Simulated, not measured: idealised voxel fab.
Process module under the name voxel gate over fins
Cross-sectional view cut (width: 255 nm; square cell size: 5 nm).
Reading order for cross-sections: top band down to bottom band. Underlying form: a grid of square cells. Band size: one or more rows of cells.
In this notation a band is specified by the heights of its top and bottom, in that order and in nm, after which its materials appear from left to right, each paired with its width in nm. The word "all across" attached to a single material means that material fills the band from edge to edge; the word "air" stands for empty space.
Below 0: as-received wafer, all one material; heights counted from there. Lowest band: no bottom, goes on down, written "z 0 and below".
When a width is written as two numbers, as in "30->40", the first number is the width in the top row of cells of the band and the second is the width in its bottom row, and the width changes by the same amount from each row to the next.
"all unchanged" (step): cross-section cells unchanged, all of them.
Listed in "Unvented voids": every empty space of 8 or more cells without an open way to the top. Form: width x height at distance, the distance being from the left edge, all in nm.
Past the settings on a step's line: simulator remark, on that step.
A step's line can hold "overlay nm"; with a mask on that step, the setting says how far right of the planned place the mask lay, while a negative setting says it lay to the left.

# plan
1. RECEIVE with material Si
2. CONFORMAL_DEP with material SiN, thk nm 10
3. DIRECTIONAL_DEP with material aC, thk nm 10
4. PATTERN with tone cover, mask id FINS, material resist, width nm 15, pitch nm 50, thk nm 30, overlay nm 0
5. DIRECTIONAL_ETCH with etch materials aC, depth nm 10
6. STRIP with etch materials resist
7. DIRECTIONAL_ETCH with etch materials SiN, depth nm 10
8. DIRECTIONAL_ETCH with etch materials Si, depth nm 35
9. STRIP with etch materials aC
10. OXIDIZE with depth nm 5
11. FILL_DEP with material SiO2, thk nm 5
12. CMP with height nm 10
13. DIRECTIONAL_DEP with material aC, thk nm 15
14. PATTERN with tone open, mask id RAIL, material resist, width nm 15, thk nm 35, overlay nm 0
15. DIRECTIONAL_ETCH with etch materials aC, depth nm 15
16. STRIP with etch materials resist
17. DIRECTIONAL_ETCH with etch materials SiO2, depth nm 40
18. STRIP with etch materials aC
19. CONFORMAL_DEP with material TiN, thk nm 5
20. FILL_DEP with material Ru, thk nm 10
21. CMP with height nm 10
22. SELECTIVE_ETCH with etch materials W Ru TiN, depth nm 35
23. FILL_DEP with material SiO2, thk nm 5
24. CMP with height nm 10
25. SELECTIVE_ETCH with etch materials SiO2, depth nm 25
26. STRIP with etch materials SiN
27. CONFORMAL_DEP with material HfO2, thk nm 5
28. CONFORMAL_DEP with material TiN, thk nm 5
29. CONFORMAL_DEP with material TiAl, thk nm 5
30. CONFORMAL_DEP with material TiN, thk nm 5
31. FILL_DEP with material W, thk nm 10
32. CMP with height nm 25
33. CONFORMAL_DEP with material SiCN, thk nm 10

# Cross-sectional view of the wafer in its as-received condition, corresponding to the state after step 1
> z 0 and below = Si all across
> Unvented voids: none

# Here's the cross-section of the first of our two wafers at the end of the module - it ran as planned
> z 35 to 25 = SiCN all across
> z 25 to 20 = W all across
> z 20 to 15 = W 55 nm  TiN 45 nm  W 5 nm  TiN 45 nm  W 5 nm  TiN 45 nm  W 55 nm
> z 15 to 10 = W 55 nm  TiN 5 nm  TiAl 35 nm  TiN 5 nm  W 5 nm  TiN 5 nm  TiAl 35 nm  TiN 5 nm  W 5 nm  TiN 5 nm  TiAl 35 nm  TiN 5 nm  W 55 nm
> z 10 to 5 = W 55 nm  TiN 5 nm  TiAl 5 nm  TiN 25 nm  TiAl 5 nm  TiN 5 nm  W 5 nm  TiN 5 nm  TiAl 5 nm  TiN 25 nm  TiAl 5 nm  TiN 5 nm  W 5 nm  TiN 5 nm  TiAl 5 nm  TiN 25 nm  TiAl 5 nm  TiN 5 nm  W 55 nm
> z 5 to 0 = TiN 60 nm  TiAl 5 nm  TiN 5 nm  HfO2 15 nm  TiN 5 nm  TiAl 5 nm  TiN 15 nm  TiAl 5 nm  TiN 5 nm  HfO2 15 nm  TiN 5 nm  TiAl 5 nm  TiN 15 nm  TiAl 5 nm  TiN 5 nm  HfO2 15 nm  TiN 5 nm  TiAl 5 nm  TiN 60 nm
> z 0 to -5 = TiAl 65 nm  TiN 5 nm  HfO2 5 nm  Si 5 nm  HfO2 5 nm  TiN 5 nm  TiAl 25 nm  TiN 5 nm  HfO2 5 nm  Si 5 nm  HfO2 5 nm  TiN 5 nm  TiAl 25 nm  TiN 5 nm  HfO2 5 nm  Si 5 nm  HfO2 5 nm  TiN 5 nm  TiAl 65 nm
> z -5 to -10 = TiN 70 nm  HfO2 5 nm  Si 5 nm  HfO2 5 nm  TiN 35 nm  HfO2 5 nm  Si 5 nm  HfO2 5 nm  TiN 35 nm  HfO2 5 nm  Si 5 nm  HfO2 5 nm  TiN 70 nm
> z -10 to -15 = HfO2 75 nm  Si 5 nm  HfO2 45 nm  Si 5 nm  HfO2 45 nm  Si 5 nm  HfO2 75 nm
> z -15 to -25 = SiO2 75 nm  Si 5 nm  SiO2 45 nm  Si 5 nm  SiO2 45 nm  Si 5 nm  SiO2 75 nm
> z -25 to -30 = SiO2 75 nm  Si 5 nm  SiO2 15 nm  TiN 15 nm  SiO2 15 nm  Si 5 nm  SiO2 45 nm  Si 5 nm  SiO2 75 nm
> z -30 to -40 = SiO2 75 nm  Si 5 nm  SiO2 45 nm  Si 5 nm  SiO2 45 nm  Si 5 nm  SiO2 75 nm
> z -40 and below = Si all across
> Unvented voids: none

# The second wafer, shown in cross-section after the module: started the same way as the first and given the same plan, yet one mistake crept into how it was run
> z 35 to 25 = SiCN all across
> z 25 to 20 = W all across
> z 20 to 15 = W 55 nm  TiN 45 nm  W 5 nm  TiN 45 nm  W 5 nm  TiN 45 nm  W 55 nm
> z 15 to 10 = W 55 nm  TiN 5 nm  TiAl 35 nm  TiN 5 nm  W 5 nm  TiN 5 nm  TiAl 35 nm  TiN 5 nm  W 5 nm  TiN 5 nm  TiAl 35 nm  TiN 5 nm  W 55 nm
> z 10 to 5 = W 55 nm  TiN 5 nm  TiAl 5 nm  TiN 25 nm  TiAl 5 nm  TiN 5 nm  W 5 nm  TiN 5 nm  TiAl 5 nm  TiN 25 nm  TiAl 5 nm  TiN 5 nm  W 5 nm  TiN 5 nm  TiAl 5 nm  TiN 25 nm  TiAl 5 nm  TiN 5 nm  W 55 nm
> z 5 to 0 = TiN 60 nm  TiAl 5 nm  TiN 5 nm  HfO2 15 nm  TiN 5 nm  TiAl 5 nm  TiN 15 nm  TiAl 5 nm  TiN 5 nm  HfO2 15 nm  TiN 5 nm  TiAl 5 nm  TiN 15 nm  TiAl 5 nm  TiN 5 nm  HfO2 15 nm  TiN 5 nm  TiAl 5 nm  TiN 60 nm
> z 0 to -5 = TiAl 65 nm  TiN 5 nm  HfO2 5 nm  Si 5 nm  HfO2 5 nm  TiN 5 nm  TiAl 25 nm  TiN 5 nm  HfO2 5 nm  Si 5 nm  HfO2 5 nm  TiN 5 nm  TiAl 25 nm  TiN 5 nm  HfO2 5 nm  Si 5 nm  HfO2 5 nm  TiN 5 nm  TiAl 65 nm
> z -5 to -10 = TiN 70 nm  HfO2 5 nm  Si 5 nm  HfO2 5 nm  TiN 35 nm  HfO2 5 nm  Si 5 nm  HfO2 5 nm  TiN 35 nm  HfO2 5 nm  Si 5 nm  HfO2 5 nm  TiN 70 nm
> z -10 to -15 = HfO2 75 nm  Si 5 nm  HfO2 45 nm  Si 5 nm  HfO2 45 nm  Si 5 nm  HfO2 75 nm
> z -15 to -25 = SiO2 75 nm  Si 5 nm  SiO2 45 nm  Si 5 nm  SiO2 45 nm  Si 5 nm  SiO2 75 nm
> z -25 to -30 = SiO2 75 nm  Si 5 nm  SiO2 25 nm  TiN 15 nm  SiO2 5 nm  Si 5 nm  SiO2 45 nm  Si 5 nm  SiO2 75 nm
> z -30 to -40 = SiO2 75 nm  Si 5 nm  SiO2 45 nm  Si 5 nm  SiO2 45 nm  Si 5 nm  SiO2 75 nm
> z -40 and below = Si all across
> Unvented voids: none
What was done differently from what was planned? step 14 was processed under conditions differing from the plan, specifically as PATTERN with tone open, mask id RAIL, material resist, width nm 15, thk nm 35, overlay nm 10
At the end, the second wafer has the same number of cells of each material as the first, but those cells sit in other places.
